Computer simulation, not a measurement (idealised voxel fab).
process module | voxel gate over fins
cross-section cut | 150 nm wide | cells 5 nm
A cross-section is a grid of square cells, given in bands from the top down. A band is one or more rows of cells.
Each band's line starts with the height of the band's top and of its bottom, in nm. Then come its materials from left to right, each with its width in nm. One material with "throughout" fills the band from edge to edge. "air" is empty space.
Height 0 is the level under which the wafer as received is all one material. The lowest band goes on downwards, as in "0 down".
A width such as "30 to 40" changes by the same amount from each row of cells to the next, from the band's top row to its bottom row.
"no change" after a step means that no cell of the cross-section changed.
closed voids: empty space of 8 cells or more with no open way to the top, each as width x height at its distance from the left edge, in nm
after a step's settings: what the simulator itself notes on the step
overlay nm, on a step with a mask: how far to the right of its planned place the mask lay; to the left if negative
plan
1 op RECEIVE | material Si
2 op CONFORMAL_DEP | material SiN | thk nm 10
3 op DIRECTIONAL_DEP | material aC | thk nm 15
4 op PATTERN | tone cover | mask id FINS | material resist | width nm 15 | pitch nm 35 | thk nm 35 | overlay nm 0
5 op DIRECTIONAL_ETCH | etch materials aC | depth nm 15
6 op STRIP | etch materials resist
7 op DIRECTIONAL_ETCH | etch materials SiN | depth nm 10
8 op DIRECTIONAL_ETCH | etch materials Si | depth nm 35
9 op STRIP | etch materials aC
10 op OXIDIZE | depth nm 5
11 op FILL_DEP | material SiO2 | thk nm 15
12 op CMP | height nm 10
13 op SELECTIVE_ETCH | etch materials SiO2 | depth nm 25
14 op STRIP | etch materials SiN
15 op CONFORMAL_DEP | material HfO2 | thk nm 5
16 op CONFORMAL_DEP | material TiN | thk nm 5
17 op FILL_DEP | material W | thk nm 10
18 op CMP | height nm 15
19 op CONFORMAL_DEP | material SiCN | thk nm 5
as received, after step 1
  0 down: Si throughout
  closed voids: none
a wafer at the end: this start, this plan, one mistake
  20 to 15: SiCN throughout
  15 to 10: W throughout
  10 to 5: W 45 | HfO2 25 | W 10 | HfO2 25 | W 45
  5 to 0: W 45 | HfO2 5 | TiN 15 | HfO2 5 | W 10 | HfO2 5 | TiN 15 | HfO2 5 | W 45
  0 to -5: W 45 | HfO2 5 | TiN 5 | Si 5 | TiN 5 | HfO2 5 | W 10 | HfO2 5 | TiN 5 | Si 5 | TiN 5 | HfO2 5 | W 45
  -5 to -10: HfO2 50 | TiN 5 | Si 5 | TiN 5 | HfO2 20 | TiN 5 | Si 5 | TiN 5 | HfO2 50
  -10 to -15: TiN 55 | Si 5 | TiN 30 | Si 5 | TiN 55
  -15 to -40: SiO2 55 | Si 5 | SiO2 30 | Si 5 | SiO2 55
  -40 down: Si throughout
  closed voids: none
what went wrong: steps 15 and 16 were swapped
